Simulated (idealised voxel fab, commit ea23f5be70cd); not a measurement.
You're looking at the process module voxel gate over fins.
The cross-section shown here is cut; it is 290 nm wide and divided into square cells measuring 5 nm on a side.
Cross-sections here: square-cell grids, written as top-down lists of bands, a band being one or more rows of cells.
Heights first: top, then bottom, in nm. Then materials, left to right, each with a width in nm. "edge to edge" on a single material: fills the band edge to edge. "empty": empty space.
For the purposes of this specification, 0 denotes the height below which the wafer in its as-received condition is composed wholly of one material, and the lowermost band, lacking a lower limit, extends downward without end, as expressed in "z 0 and below".
Width: "30 to 40" (first number = top row, second number = bottom row, same change from row to row of cells).
When a step is marked "nothing changed", none of the cells in the cross-section changed during that step.
Empty spaces counting at least 8 cells and having no open way to the top are listed in "Fully enclosed voids". The notation width x height at distance is used for each, the distance being from the left edge and all three values in nm.
Post-settings text on a step line: simulator's own remark regarding the step.
overlay nm: where the mask lay relative to plan, measured to the right, on steps with a mask; negatives go left.

# List of planned process steps
- 1: RECEIVE (material Si)
- 2: CONFORMAL_DEP (material SiN; thk nm 5)
- 3: MASKED_ETCH (tone cover; mask id FINS; width nm 15; pitch nm 35; etch materials SiN; depth nm 5; overlay nm 0)
- 4: MASKED_ETCH (tone cover; mask id FINS; width nm 15; pitch nm 35; etch materials Si; depth nm 35; overlay nm 0)
- 5: FILL_DEP (material SiO2; thk nm 10)
- 6: CMP (height nm 5)
- 7: SELECTIVE_ETCH (etch materials SiO2; depth nm 20)
- 8: STRIP (etch materials SiN)
- 9: CONFORMAL_DEP (material HfO2; thk nm 5)
- 10: CONFORMAL_DEP (material TiN; thk nm 5)
- 11: FILL_DEP (material W; thk nm 10)
- 12: CMP (height nm 15)
- 13: CONFORMAL_DEP (material SiN; thk nm 5)

# Cross-section of the incoming wafer, state after step 1
z 0 and below = Si edge to edge
Fully enclosed voids: none

# Same starting wafer, same plan as above, one mistake in the execution; this is the cross-section at the end of the module
z 20 to 15 = SiN edge to edge
z 15 to 5 = W edge to edge
z 5 to 0 = W 95  TiN 25  W 10  TiN 25  W 10  TiN 25  W 100
z 0 to -10 = W 95  TiN 5  Si 15  TiN 5  W 10  TiN 5  Si 15  TiN 5  W 10  TiN 5  Si 15  TiN 5  W 100
z -10 to -15 = TiN 100  Si 15  TiN 20  Si 15  TiN 20  Si 15  TiN 105
z -15 to -35 = SiO2 100  Si 15  SiO2 20  Si 15  SiO2 20  Si 15  SiO2 105
z -35 and below = Si edge to edge
Fully enclosed voids: none
Where did the run depart from the plan? the run left out plan step 9 entirely, so it was never executed
